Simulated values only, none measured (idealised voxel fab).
Module name: voxel trench capacitor (process module)
Section cut is 280 nm wide and gridded with 5 nm square cells.
Each cross-section below is a grid of square cells, stated as bands in top-down order, with one or more rows of cells making up each band. Quick guide to a band line: top height, bottom height (nm) up front; then every material left to right with its width in nm. Only one material and it's marked "everywhere"? Then it fills the band edge to edge. And "air" just means empty space. It should be noted that heights are counted from 0, beneath which the wafer as supplied is of one material throughout, and that the lowest band possesses no lower boundary but continues downward, as written in "0 and below". You'd read "30..40" like this: the band's top row of cells is as wide as the first number, its bottom row is as wide as the second, and going down, every row changes width by the same amount as the row before did. "left unchanged" for a step: no cell of the cross-section changed in that step. Entry "Closed internal voids". Content: empty spaces with no open connection to the top, size 8 cells or greater. Each: width x height at distance. Distance: from left edge. Unit: nm. Read whatever lies past the settings on a step's line as the simulator's own remark about the step. overlay nm: where the mask lay relative to plan, measured to the right, on steps with a mask; negatives go left.
The following list gives the planned process steps:
1) RECEIVE,material Si
2) CONFORMAL_DEP,material SiN,thk nm 10
3) DIRECTIONAL_DEP,material aC,thk nm 15
4) PATTERN,tone open,mask id TRENCH,material resist,width nm 30,pitch nm 45,thk nm 35,overlay nm 0
5) DIRECTIONAL_ETCH,etch materials aC,depth nm 15
6) STRIP,etch materials resist
7) DIRECTIONAL_ETCH,etch materials SiN,depth nm 10
8) DIRECTIONAL_ETCH,etch materials Si,depth nm 30
9) STRIP,etch materials aC
10) CONFORMAL_DEP,material HfO2,thk nm 5
11) CONFORMAL_DEP,material TiN,thk nm 5
12) FILL_DEP,material W,thk nm 10
13) CMP,height nm 10
Incoming wafer in cross-section (state: after step 1):
    0 and below: Si everywhere
    Closed internal voids: none
Cross-section: first of two wafers, module finished, run according to plan:
    10 down to 0: SiN 100 / HfO2 5 / TiN 5 / W 10 / TiN 5 / HfO2 5 / SiN 15 / HfO2 5 / TiN 5 / W 10 / TiN 5 / HfO2 5 / SiN 105
    0 down to -20: Si 100 / HfO2 5 / TiN 5 / W 10 / TiN 5 / HfO2 5 / Si 15 / HfO2 5 / TiN 5 / W 10 / TiN 5 / HfO2 5 / Si 105
    -20 down to -25: Si 100 / HfO2 5 / TiN 20 / HfO2 5 / Si 15 / HfO2 5 / TiN 20 / HfO2 5 / Si 105
    -25 down to -30: Si 100 / HfO2 30 / Si 15 / HfO2 30 / Si 105
    -30 and below: Si everywhere
    Closed internal voids: none
Presented here is a cross-section of the second of the two wafers as it stood at the end of the module. It was started in the same manner and assigned the same plan as the first wafer; however, one mistake was made in its execution:
    10 down to 0: W 90 / TiN 5 / HfO2 5 / SiN 30 / HfO2 5 / TiN 5 / HfO2 5 / SiN 30 / HfO2 5 / TiN 5 / W 95
    0 down to -20: W 90 / TiN 5 / HfO2 5 / Si 30 / HfO2 5 / TiN 5 / HfO2 5 / Si 30 / HfO2 5 / TiN 5 / W 95
    -20 down to -25: TiN 95 / HfO2 5 / Si 30 / HfO2 5 / TiN 5 / HfO2 5 / Si 30 / HfO2 5 / TiN 100
    -25 down to -30: HfO2 100 / Si 30 / HfO2 15 / Si 30 / HfO2 105
    -30 and below: Si everywhere
    Closed internal voids: none
What was the processing mistake? off-plan run, step 4, actual operation and settings PATTERN,tone cover,mask id TRENCH,material resist,width nm 30,pitch nm 45,thk nm 35,overlay nm 0
Materials where the second wafer ends with more or fewer cells than the first: +32 HfO2, -192 Si, -64 SiN, +26 TiN, +198 W
